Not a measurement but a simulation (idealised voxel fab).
Process module, titled voxel lift off
175 nm wide, 5 nm square cells: that's cross-section cut.
This document writes a cross-section as a grid whose cells are square, and gives it as bands, listed from the top down; one or more rows of cells form a band.
A band entry consists of two parts. The first gives the height of the band's top and the height of its bottom, in nm. The rest lists the band's materials from left to right, each with its width in nm. A single material labelled with the word "edge to edge" fills the band from edge to edge, and the word "empty" marks empty space.
Height 0 is the level under which the wafer as received is all one material. The lowest band goes on downwards, as in "z 0 and below".
With a width like "30 to 40", each row of cells in the band differs from the next by the same amount, the top row carrying the first number and the bottom row the second.
"all unchanged" means the step left every cell of the cross-section as it was.
"Closed internal cavities": empty spaces of 8 cells or more with no open way to the top, each given as width x height at distance, distance from the left edge, all in nm.
What comes after the settings on a step's line is commentary from the simulator itself on that step.
The optional step-line setting "overlay nm" applies to steps with a mask and quantifies how far to the right of its planned location the mask lay, a negative value indicating leftward placement.

-- Below is the list of planned process steps
- 1: op RECEIVE | material Si
- 2: op CONFORMAL_DEP | material SiN | thk nm 15
- 3: op PATTERN | tone open | mask id LINES | material resist | width nm 15 | pitch nm 35 | thk nm 25 | overlay nm -10
- 4: op DIRECTIONAL_DEP | material Ru | thk nm 10
- 5: op STRIP | etch materials resist
- 6: op CONFORMAL_DEP | material SiCN | thk nm 10
The plan's step 3 overlay nm is the first wafer's value; the wafers differ in this setting and start identical.

-- Cross-sectional view of the first of several wafers in the as-received condition, corresponding to the state following step 1
    z 0 and below = Si edge to edge
    Closed internal cavities: none

-- wafer rows; end of module; cells per material since receipt: (+) gained, (-) lost; then closed voids
overlay nm -10 | +24 Ru | +102 SiCN | +105 SiN | Closed internal cavities: none
overlay nm -5 | +24 Ru | +102 SiCN | +105 SiN | Closed internal cavities: none
overlay nm 0 | +24 Ru | +102 SiCN | +105 SiN | Closed internal cavities: none
overlay nm 5 | +24 Ru | +102 SiCN | +105 SiN | Closed internal cavities: none
overlay nm 10 | +24 Ru | +102 SiCN | +105 SiN | Closed internal cavities: none
overlay nm 15 | +24 Ru | +102 SiCN | +105 SiN | Closed internal cavities: none
